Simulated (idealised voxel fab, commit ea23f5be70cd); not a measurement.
Module name: voxel trench capacitor (process module)
Pictured: cross-section cut, 250 nm wide, on a grid of 5 nm square cells.
In this document a cross-section is written as a grid of square cells. It is given as a series of bands, listed from the top down, and a band is one or more rows of cells.
Band: top and bottom heights (nm) first, top before bottom; then materials from left to right, widths in nm. "full width" marks a sole material filling the band edge to edge. "blank" denotes empty space.
Height is counted from the level 0, under which the received wafer is composed throughout of one material. The lowest of the bands is not closed at the bottom but continues downward, in the notation "0 down".
Width spec "30..40" -> top row of cells at first value, bottom row at second value, equal per-row change in between.
Take "no modifications" at face value: in the step it is given for, the cross-section changed in none of its cells.
"Closed void listing": sealed empty spaces, 8 cells or more, no open way to top, listed width x height at distance, with distance from the left edge and width, height and distance in nm.
Where a step's line continues beyond its settings, the continuation is a remark by the simulator itself on that step.
The line of a step may include "overlay nm". On a step with a mask, this value is how far to the right of its planned place the mask lay. A negative value means the mask lay to the left.

Process steps (planned):
step 1: RECEIVE, material Si
step 2: CONFORMAL_DEP, material SiN, thk nm 10
step 3: PATTERN, tone open, mask id TRENCH, material resist, width nm 30, pitch nm 55, thk nm 15, overlay nm 0
step 4: DIRECTIONAL_ETCH, etch materials SiN, depth nm 10
step 5: DIRECTIONAL_ETCH, etch materials Si, depth nm 40
step 6: STRIP, etch materials resist
step 7: CONFORMAL_DEP, material Al2O3, thk nm 5
step 8: CONFORMAL_DEP, material TiN, thk nm 5
step 9: FILL_DEP, material W, thk nm 5
step 10: CMP, height nm 10

Concerning the first of two wafers, which was run in accordance with the plan:

Incoming wafer, cross-sectional view, post step 1:
0 down  Si full width
Closed void listing: none

The wafer, seen in cross-section, after step 2:
10 to 0  SiN full width
For the remainder of the cross-section, below 0, there is no change.

The wafer, seen in cross-section, after step 3:
25 to 10  25 of resist; 30 of blank; 25 of resist; 30 of blank; 25 of resist; 30 of blank; 25 of resist; 30 of blank; 30 of resist
For the remainder of the cross-section, below 10, there is no change.

The wafer, seen in cross-section, after step 4:
25 to 10  25 of resist; 30 of blank; 25 of resist; 30 of blank; 25 of resist; 30 of blank; 25 of resist; 30 of blank; 30 of resist
10 to 0  25 of SiN; 30 of blank; 25 of SiN; 30 of blank; 25 of SiN; 30 of blank; 25 of SiN; 30 of blank; 30 of SiN
For the remainder of the cross-section, below 0, there is no change.

The wafer, seen in cross-section, after step 5:
25 to 10  25 of resist; 30 of blank; 25 of resist; 30 of blank; 25 of resist; 30 of blank; 25 of resist; 30 of blank; 30 of resist
10 to 0  25 of SiN; 30 of blank; 25 of SiN; 30 of blank; 25 of SiN; 30 of blank; 25 of SiN; 30 of blank; 30 of SiN
0 to -40  25 of Si; 30 of blank; 25 of Si; 30 of blank; 25 of Si; 30 of blank; 25 of Si; 30 of blank; 30 of Si
For the remainder of the cross-section, below -40, there is no change.

The wafer, seen in cross-section, after step 6:
10 to 0  25 of SiN; 30 of blank; 25 of SiN; 30 of blank; 25 of SiN; 30 of blank; 25 of SiN; 30 of blank; 30 of SiN
For the remainder of the cross-section, below 0, there is no change.

The wafer, seen in cross-section, after step 7:
15 to 10  30 of Al2O3; 20 of blank; 35 of Al2O3; 20 of blank; 35 of Al2O3; 20 of blank; 35 of Al2O3; 20 of blank; 35 of Al2O3
10 to 0  25 of SiN; 5 of Al2O3; 20 of blank; 5 of Al2O3; 25 of SiN; 5 of Al2O3; 20 of blank; 5 of Al2O3; 25 of SiN; 5 of Al2O3; 20 of blank; 5 of Al2O3; 25 of SiN; 5 of Al2O3; 20 of blank; 5 of Al2O3; 30 of SiN
0 to -35  25 of Si; 5 of Al2O3; 20 of blank; 5 of Al2O3; 25 of Si; 5 of Al2O3; 20 of blank; 5 of Al2O3; 25 of Si; 5 of Al2O3; 20 of blank; 5 of Al2O3; 25 of Si; 5 of Al2O3; 20 of blank; 5 of Al2O3; 30 of Si
-35 to -40  25 of Si; 30 of Al2O3; 25 of Si; 30 of Al2O3; 25 of Si; 30 of Al2O3; 25 of Si; 30 of Al2O3; 30 of Si
For the remainder of the cross-section, below -40, there is no change.

The wafer, seen in cross-section, after step 8:
20 to 15  35 of TiN; 10 of blank; 45 of TiN; 10 of blank; 45 of TiN; 10 of blank; 45 of TiN; 10 of blank; 40 of TiN
15 to 10  30 of Al2O3; 5 of TiN; 10 of blank; 5 of TiN; 35 of Al2O3; 5 of TiN; 10 of blank; 5 of TiN; 35 of Al2O3; 5 of TiN; 10 of blank; 5 of TiN; 35 of Al2O3; 5 of TiN; 10 of blank; 5 of TiN; 35 of Al2O3
10 to 0  25 of SiN; 5 of Al2O3; 5 of TiN; 10 of blank; 5 of TiN; 5 of Al2O3; 25 of SiN; 5 of Al2O3; 5 of TiN; 10 of blank; 5 of TiN; 5 of Al2O3; 25 of SiN; 5 of Al2O3; 5 of TiN; 10 of blank; 5 of TiN; 5 of Al2O3; 25 of SiN; 5 of Al2O3; 5 of TiN; 10 of blank; 5 of TiN; 5 of Al2O3; 30 of SiN
0 to -30  25 of Si; 5 of Al2O3; 5 of TiN; 10 of blank; 5 of TiN; 5 of Al2O3; 25 of Si; 5 of Al2O3; 5 of TiN; 10 of blank; 5 of TiN; 5 of Al2O3; 25 of Si; 5 of Al2O3; 5 of TiN; 10 of blank; 5 of TiN; 5 of Al2O3; 25 of Si; 5 of Al2O3; 5 of TiN; 10 of blank; 5 of TiN; 5 of Al2O3; 30 of Si
-30 to -35  25 of Si; 5 of Al2O3; 20 of TiN; 5 of Al2O3; 25 of Si; 5 of Al2O3; 20 of TiN; 5 of Al2O3; 25 of Si; 5 of Al2O3; 20 of TiN; 5 of Al2O3; 25 of Si; 5 of Al2O3; 20 of TiN; 5 of Al2O3; 30 of Si
For the remainder of the cross-section, below -35, there is no change.

The wafer, seen in cross-section, after step 9:
25 to 20  W full width
20 to 15  35 of TiN; 10 of W; 45 of TiN; 10 of W; 45 of TiN; 10 of W; 45 of TiN; 10 of W; 40 of TiN
15 to 10  30 of Al2O3; 5 of TiN; 10 of W; 5 of TiN; 35 of Al2O3; 5 of TiN; 10 of W; 5 of TiN; 35 of Al2O3; 5 of TiN; 10 of W; 5 of TiN; 35 of Al2O3; 5 of TiN; 10 of W; 5 of TiN; 35 of Al2O3
10 to 0  25 of SiN; 5 of Al2O3; 5 of TiN; 10 of W; 5 of TiN; 5 of Al2O3; 25 of SiN; 5 of Al2O3; 5 of TiN; 10 of W; 5 of TiN; 5 of Al2O3; 25 of SiN; 5 of Al2O3; 5 of TiN; 10 of W; 5 of TiN; 5 of Al2O3; 25 of SiN; 5 of Al2O3; 5 of TiN; 10 of W; 5 of TiN; 5 of Al2O3; 30 of SiN
0 to -30  25 of Si; 5 of Al2O3; 5 of TiN; 10 of W; 5 of TiN; 5 of Al2O3; 25 of Si; 5 of Al2O3; 5 of TiN; 10 of W; 5 of TiN; 5 of Al2O3; 25 of Si; 5 of Al2O3; 5 of TiN; 10 of W; 5 of TiN; 5 of Al2O3; 25 of Si; 5 of Al2O3; 5 of TiN; 10 of W; 5 of TiN; 5 of Al2O3; 30 of Si
For the remainder of the cross-section, below -30, there is no change.

The wafer, seen in cross-section, after step 10:
10 to 0  25 of SiN; 5 of Al2O3; 5 of TiN; 10 of W; 5 of TiN; 5 of Al2O3; 25 of SiN; 5 of Al2O3; 5 of TiN; 10 of W; 5 of TiN; 5 of Al2O3; 25 of SiN; 5 of Al2O3; 5 of TiN; 10 of W; 5 of TiN; 5 of Al2O3; 25 of SiN; 5 of Al2O3; 5 of TiN; 10 of W; 5 of TiN; 5 of Al2O3; 30 of SiN
For the remainder of the cross-section, below 0, there is no change.

The Second Wafer: Common Origin and Plan, One Mistake in Execution, Identical to the First Through Step 9:

Second wafer, cross-section, planned end of step 10: no modifications
Misprocessing identified: skipped: plan step 10 (never run)
The second wafer ends with more or fewer cells of some materials than the first, per final count: Al2O3 +34; TiN +50; W +66
